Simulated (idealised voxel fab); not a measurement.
Documented hereafter: the process module known as voxel capacitor over wiring.
Cross-sectional view cut (width: 255 nm; square cell size: 5 nm).
A cross-section is written here as square cells arranged in a grid, and it is given in bands from the top down, each band taking up one or more rows of cells. First you get the band's top height and its bottom height, in nm, and then the materials it's made of, left to right, with each width in nm. If you see a single material with "all across", that one covers the band edge to edge. "air" is empty space. Measure heights from 0. That's the level where, below it, the as-received wafer is all one material. The lowest band is bottomless and extends downward; write it as in "from 0 down". The two numbers in a width such as "30..40" mark its ends across the band: the first belongs to the top row of cells, the second to the bottom row, and from each row to the next the width moves by the same amount. "identical to before" means the step left every cell of the cross-section as it was. Under "Trapped void list" you'll find the enclosed gaps, the ones with no way out to the top, that are 8 cells or bigger; each reads width x height at distance, with distance counted from the left edge, everything in nm. Formally, on a step line, whatever follows the settings is a remark that the simulator itself makes on the step. Among the settings permitted on a step's line is "overlay nm"; applied to a step with a mask, it specifies the extent to which the mask lay to the right of its planned position, whereas a negative figure signifies a position to the left.

### The following list gives the planned process steps
1: RECEIVE,material Si
2: CONFORMAL_DEP,material SiO2,thk nm 15
3: CONFORMAL_DEP,material SiN,thk nm 5
4: DIRECTIONAL_DEP,material lowk,thk nm 15
5: PATTERN,tone open,mask id METAL_1,material resist,width nm 30,pitch nm 90,thk nm 15,overlay nm 0
6: DIRECTIONAL_ETCH,etch materials lowk,depth nm 15
7: DIRECTIONAL_ETCH,etch materials SiN,depth nm 5
8: STRIP,etch materials resist
9: CONFORMAL_DEP,material TiN,thk nm 5
10: FILL_DEP,material Ru,thk nm 10
11: CMP,height nm 35
12: CONFORMAL_DEP,material SiCN,thk nm 5
13: DIRECTIONAL_DEP,material lowk,thk nm 10
14: MASKED_ETCH,tone open,mask id PLUG_1,width nm 15,etch materials lowk,depth nm 10,overlay nm 0
15: MASKED_ETCH,tone open,mask id PLUG_1,width nm 15,etch materials SiCN,depth nm 5,overlay nm 0
16: CONFORMAL_DEP,material TiN,thk nm 5
17: FILL_DEP,material Ru,thk nm 5
18: CMP,height nm 50
19: DIRECTIONAL_DEP,material TiN,thk nm 5
20: DIRECTIONAL_DEP,material HfO2,thk nm 5
21: DIRECTIONAL_DEP,material TiN,thk nm 5
22: PATTERN,tone cover,mask id UPPER_PLATE,material resist,width nm 65,thk nm 15,overlay nm 0
23: DIRECTIONAL_ETCH,etch materials TiN,depth nm 5
24: DIRECTIONAL_ETCH,etch materials HfO2,depth nm 5
25: STRIP,etch materials resist
26: MASKED_ETCH,tone cover,mask id LOWER_PLATE,width nm 75,etch materials TiN,depth nm 5,overlay nm 0
27: FILL_DEP,material SiO2,thk nm 15
28: CMP,height nm 75
29: PATTERN,tone open,mask id PLUG_2,material resist,width nm 15,thk nm 15,overlay nm 0
30: DIRECTIONAL_ETCH,etch materials SiO2,depth nm 10
31: STRIP,etch materials resist
32: CONFORMAL_DEP,material TiN,thk nm 5
33: FILL_DEP,material Cu,thk nm 5
34: CMP,height nm 75
35: CONFORMAL_DEP,material SiCN,thk nm 5

### Incoming wafer in cross-section (state: after step 1)
	from 0 down: Si all across
	Trapped void list: none

### a wafer at the end: this start, this plan, one mistake
	from 80 to 75: SiCN all across
	from 75 to 70: SiO2 90 nm; TiN 5 nm; Cu 5 nm; TiN 5 nm; SiO2 150 nm
	from 70 to 65: SiO2 90 nm; TiN 15 nm; SiO2 150 nm
	from 65 to 60: SiO2 80 nm; HfO2 65 nm; SiO2 110 nm
	from 60 to 55: SiO2 75 nm; TiN 75 nm; SiO2 105 nm
	from 55 to 50: TiN all across
	from 50 to 40: lowk 80 nm; TiN 5 nm; Ru 5 nm; TiN 5 nm; lowk 160 nm
	from 40 to 35: SiCN 80 nm; TiN 15 nm; SiCN 160 nm
	from 35 to 20: lowk 65 nm; TiN 5 nm; Ru 20 nm; TiN 5 nm; lowk 60 nm; TiN 5 nm; Ru 20 nm; TiN 5 nm; lowk 70 nm
	from 20 to 15: SiN 65 nm; TiN 30 nm; SiN 60 nm; TiN 30 nm; SiN 70 nm
	from 15 to 0: SiO2 all across
	from 0 down: Si all across
	Trapped void list: none
Deviation from plan: note: step 20 <-> step 21, run order reversed vs plan
